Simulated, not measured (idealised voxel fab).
Process module, titled voxel transistor to metal
cross-section cut | 280 nm wide | cells 5 nm
Cross-section format: a grid of square cells, given as bands from top to bottom; each band is one or more rows of cells. The band entry comprises the height of the band's top followed by the height of its bottom, expressed in nm, and subsequently the band's materials from left to right, each stated together with its width in nm. Where a single material is marked with the word "all across", that material fills the band from edge to edge. The word "empty" represents empty space. We count height from 0. Below that, the starting wafer is all one material. The lowest band never ends at the bottom but goes on down; see "0 nm and below" for how that is written. Width "30..40": first value at the band's top row of cells, second value at its bottom row, equal change from row to row. What does "no change" mean for a step? It means no cell of the cross-section changed in that step. Empty spaces without an open route to the top, at least 8 cells in extent, make up the entry "Sealed internal voids"; each is given as width x height at distance, where the distance is measured from the left edge, and all are in nm. What comes after the settings on a step's line is commentary from the simulator itself on that step. overlay nm: step with mask; distance mask lay right of planned place; negative value = left of planned place.
The planned process steps are enumerated hereunder:
1) RECEIVE,material Si
2) OXIDIZE,depth nm 5
3) CONFORMAL_DEP,material SiN,thk nm 10
4) MASKED_ETCH,tone cover,mask id ACTIVE,width nm 110,pitch nm 135,etch materials SiN,depth nm 10,overlay nm 0
5) MASKED_ETCH,tone cover,mask id ACTIVE,width nm 110,pitch nm 135,etch materials SiO2,depth nm 5,overlay nm 0
6) MASKED_ETCH,tone cover,mask id ACTIVE,width nm 110,pitch nm 135,etch materials Si,depth nm 35,overlay nm 0
7) FILL_DEP,material SiO2,thk nm 10
8) CMP,height nm 10
9) SELECTIVE_ETCH,etch materials SiO2,depth nm 10
10) STRIP,etch materials SiN
11) SELECTIVE_ETCH,etch materials SiO2,depth nm 5
12) OXIDIZE,depth nm 5
13) DIRECTIONAL_DEP,material polySi,thk nm 20
14) DIRECTIONAL_DEP,material SiCN,thk nm 10
15) PATTERN,tone cover,mask id GATE,material resist,width nm 30,pitch nm 135,thk nm 15,overlay nm 0
16) DIRECTIONAL_ETCH,etch materials SiCN,depth nm 20
17) DIRECTIONAL_ETCH,etch materials polySi,depth nm 30
18) STRIP,etch materials resist
19) CONFORMAL_DEP,material SiN,thk nm 5
20) DIRECTIONAL_ETCH,etch materials SiN,depth nm 5
21) DIRECTIONAL_ETCH,etch materials SiO2,depth nm 5
22) DIRECTIONAL_ETCH,etch materials Si,depth nm 15
23) EPI,material SiGe,thk nm 15
24) FILL_DEP,material SiO2,thk nm 10
25) CMP,height nm 15
26) STRIP,etch materials polySi
27) SELECTIVE_ETCH,etch materials SiO2,depth nm 5
28) CONFORMAL_DEP,material HfO2,thk nm 5
29) CONFORMAL_DEP,material TiN,thk nm 5
30) FILL_DEP,material W,thk nm 5
31) CMP,height nm 10
32) DIRECTIONAL_DEP,material SiO2,thk nm 10
33) MASKED_ETCH,tone open,mask id CONTACT,width nm 20,etch materials SiO2,depth nm 30,overlay nm 0
34) CONFORMAL_DEP,material TiN,thk nm 5
35) FILL_DEP,material W,thk nm 5
36) CMP,height nm 20
37) DIRECTIONAL_DEP,material TiN,thk nm 5
38) DIRECTIONAL_DEP,material W,thk nm 20
39) PATTERN,tone cover,mask id METAL_1,material resist,width nm 20,thk nm 20,overlay nm 0
40) DIRECTIONAL_ETCH,etch materials W,depth nm 20
41) DIRECTIONAL_ETCH,etch materials TiN,depth nm 5
42) STRIP,etch materials resist
43) CONFORMAL_DEP,material SiCN,thk nm 5
44) FILL_DEP,material SiO2,thk nm 5
45) CMP,height nm 45
46) CONFORMAL_DEP,material SiN,thk nm 5
Wafer as received: cross-section following step 1:
	0 nm and below = Si all across
	Sealed internal voids: none
Result of the module, cross-sectioned: start per above, plan per above, one error in how it was run:
	50 nm to 45 nm = SiN all across
	45 nm to 25 nm = 15 nm SiO2, then 5 nm SiCN, then 20 nm W, then 5 nm SiCN, then 50 nm SiO2, then 5 nm SiCN, then 20 nm W, then 5 nm SiCN, then 25 nm SiO2, then 5 nm SiCN, then 20 nm W, then 5 nm SiCN, then 50 nm SiO2, then 5 nm SiCN, then 20 nm W, then 5 nm SiCN, then 20 nm SiO2
	25 nm to 20 nm = 20 nm SiCN, then 20 nm TiN, then 60 nm SiCN, then 20 nm TiN, then 35 nm SiCN, then 20 nm TiN, then 60 nm SiCN, then 20 nm TiN, then 25 nm SiCN
	20 nm to 10 nm = 20 nm SiO2, then 5 nm TiN, then 10 nm W, then 5 nm TiN, then 60 nm SiO2, then 5 nm TiN, then 10 nm W, then 5 nm TiN, then 35 nm SiO2, then 5 nm TiN, then 10 nm W, then 5 nm TiN, then 60 nm SiO2, then 5 nm TiN, then 10 nm W, then 5 nm TiN, then 25 nm SiO2
	10 nm to 5 nm = 20 nm SiO2, then 5 nm TiN, then 5 nm W, then 10 nm TiN, then 10 nm SiO2, then 5 nm SiN, then 5 nm HfO2, then 5 nm polySi, then 10 nm W, then 5 nm polySi, then 5 nm HfO2, then 5 nm SiN, then 10 nm SiO2, then 10 nm TiN, then 5 nm W, then 5 nm TiN, then 35 nm SiO2, then 5 nm TiN, then 5 nm W, then 10 nm TiN, then 10 nm SiO2, then 5 nm SiN, then 5 nm HfO2, then 5 nm polySi, then 10 nm W, then 5 nm polySi, then 5 nm HfO2, then 5 nm SiN, then 10 nm SiO2, then 10 nm TiN, then 5 nm W, then 5 nm TiN, then 25 nm SiO2
	5 nm to 0 nm = 20 nm SiO2, then 5 nm TiN, then 5 nm W, then 5 nm TiN, then 15 nm SiGe, then 5 nm SiN, then 5 nm HfO2, then 5 nm polySi, then 10 nm W, then 5 nm polySi, then 5 nm HfO2, then 5 nm SiN, then 15 nm SiGe, then 5 nm TiN, then 5 nm W, then 5 nm TiN, then 35 nm SiO2, then 5 nm TiN, then 5 nm W, then 5 nm TiN, then 15 nm SiGe, then 5 nm SiN, then 5 nm HfO2, then 5 nm polySi, then 10 nm W, then 5 nm polySi, then 5 nm HfO2, then 5 nm SiN, then 15 nm SiGe, then 5 nm TiN, then 5 nm W, then 5 nm TiN, then 25 nm SiO2
	0 nm to -5 nm = 20 nm SiO2, then 5 nm TiN, then 5 nm W, then 5 nm TiN, then 15 nm SiGe, then 5 nm SiN, then 5 nm HfO2, then 20 nm polySi, then 5 nm HfO2, then 5 nm SiN, then 15 nm SiGe, then 5 nm TiN, then 5 nm W, then 5 nm TiN, then 35 nm SiO2, then 5 nm TiN, then 5 nm W, then 5 nm TiN, then 15 nm SiGe, then 5 nm SiN, then 5 nm HfO2, then 20 nm polySi, then 5 nm HfO2, then 5 nm SiN, then 15 nm SiGe, then 5 nm TiN, then 5 nm W, then 5 nm TiN, then 25 nm SiO2
	-5 nm to -10 nm = 20 nm SiO2, then 15 nm TiN, then 15 nm SiGe, then 40 nm HfO2, then 15 nm SiGe, then 15 nm TiN, then 35 nm SiO2, then 15 nm TiN, then 15 nm SiGe, then 40 nm HfO2, then 15 nm SiGe, then 15 nm TiN, then 25 nm SiO2
	-10 nm to -25 nm = 15 nm SiO2, then 35 nm SiGe, then 40 nm Si, then 35 nm SiGe, then 25 nm SiO2, then 35 nm SiGe, then 40 nm Si, then 35 nm SiGe, then 20 nm SiO2
	-25 nm to -40 nm = 15 nm SiO2, then 110 nm Si, then 25 nm SiO2, then 110 nm Si, then 20 nm SiO2
	-40 nm and below = Si all across
	Sealed internal voids: none
Heads up, the wafer didn't run the way we planned it: the process deviated at step 29: the operation and settings actually run there were CONFORMAL_DEP,material polySi,thk nm 5
